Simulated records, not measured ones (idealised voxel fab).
The process module presented herein is designated voxel gate over fins.
It is cross-section cut that appears here, measuring 295 nm in width, its square cells being 5 nm in size.
Cross-section layout: square cells on a grid; listed as bands, top to bottom; a band spans one or more cell rows.
The band entry comprises the height of the band's top followed by the height of its bottom, expressed in nm, and subsequently the band's materials from left to right, each stated together with its width in nm. Where a single material is marked with the word "edge to edge", that material fills the band from edge to edge. The word "empty" represents empty space.
A quick word on heights: they are counted from 0, and under that level the wafer as it came to us is one material throughout. The lowest band is different from the rest in having no bottom; it simply continues downward, written as in "0 nm and below".
Per-row width for "30..40": begins at first number (top row of band), ends at second number (bottom row), increment between rows held constant.
Where the words "same as before" appear for a step, the cross-section shows no cell changed by that step; every cell remained as before.
Listed in "Enclosed empty spaces": every empty space of 8 or more cells without an open way to the top. Form: width x height at distance, the distance being from the left edge, all in nm.
Text after the settings on a step's line: the simulator's own remark on that step.
The optional step-line setting "overlay nm" applies to steps with a mask and quantifies how far to the right of its planned location the mask lay, a negative value indicating leftward placement.
[Below is the list of planned process steps]
1,op RECEIVE | material Si
2,op CONFORMAL_DEP | material SiN | thk nm 10
3,op DIRECTIONAL_DEP | material aC | thk nm 15
4,op PATTERN | tone cover | mask id FINS | material resist | width nm 15 | pitch nm 60 | thk nm 30 | overlay nm 0
5,op DIRECTIONAL_ETCH | etch materials aC | depth nm 15
6,op STRIP | etch materials resist
7,op DIRECTIONAL_ETCH | etch materials SiN | depth nm 10
8,op DIRECTIONAL_ETCH | etch materials Si | depth nm 35
9,op STRIP | etch materials aC
10,op FILL_DEP | material SiO2 | thk nm 15
11,op CMP | height nm 10
12,op DIRECTIONAL_DEP | material aC | thk nm 15
13,op PATTERN | tone open | mask id RAIL | material resist | width nm 15 | thk nm 30 | overlay nm 0
14,op DIRECTIONAL_ETCH | etch materials aC | depth nm 5
15,op STRIP | etch materials resist
16,op DIRECTIONAL_ETCH | etch materials SiO2 | depth nm 40
17,op STRIP | etch materials aC
18,op CONFORMAL_DEP | material TiN | thk nm 5
19,op FILL_DEP | material W | thk nm 10
20,op CMP | height nm 10
21,op SELECTIVE_ETCH | etch materials W Ru TiN | depth nm 25
22,op FILL_DEP | material SiO2 | thk nm 5
23,op CMP | height nm 10
24,op SELECTIVE_ETCH | etch materials SiO2 | depth nm 20
25,op STRIP | etch materials SiN
26,op CONFORMAL_DEP | material HfO2 | thk nm 5
27,op CONFORMAL_DEP | material TiN | thk nm 5
28,op CONFORMAL_DEP | material TiAl | thk nm 5
29,op CONFORMAL_DEP | material TiN | thk nm 5
30,op FILL_DEP | material W | thk nm 10
31,op CMP | height nm 25
32,op CONFORMAL_DEP | material SiCN | thk nm 5
What sets these wafers apart? The depth nm at step 14. They all start alike, and the plan carries the first wafer's value.
[So this is the first of several wafers, cross-sectioned as it came to us, meaning it's at the end of step 1]
> 0 nm and below  Si edge to edge
> Enclosed empty spaces: none
[Per wafer (row), end of module: delta in cells per material since receipt, (+) for gained, (-) for lost; closed voids after that]
depth nm 5; +67 HfO2; -371 Si; +59 SiCN; +265 SiO2; +67 TiAl; +134 TiN; +133 W; Enclosed empty spaces: none
depth nm 10; +67 HfO2; -371 Si; +59 SiCN; +265 SiO2; +67 TiAl; +134 TiN; +133 W; Enclosed empty spaces: none
depth nm 15; +67 HfO2; -371 Si; +59 SiCN; +256 SiO2; +67 TiAl; +141 TiN; +135 W; Enclosed empty spaces: none
depth nm 20; +67 HfO2; -371 Si; +59 SiCN; +256 SiO2; +67 TiAl; +141 TiN; +135 W; Enclosed empty spaces: none
depth nm 25; +67 HfO2; -371 Si; +59 SiCN; +256 SiO2; +67 TiAl; +141 TiN; +135 W; Enclosed empty spaces: none
depth nm 30; +67 HfO2; -371 Si; +59 SiCN; +256 SiO2; +67 TiAl; +141 TiN; +135 W; Enclosed empty spaces: none
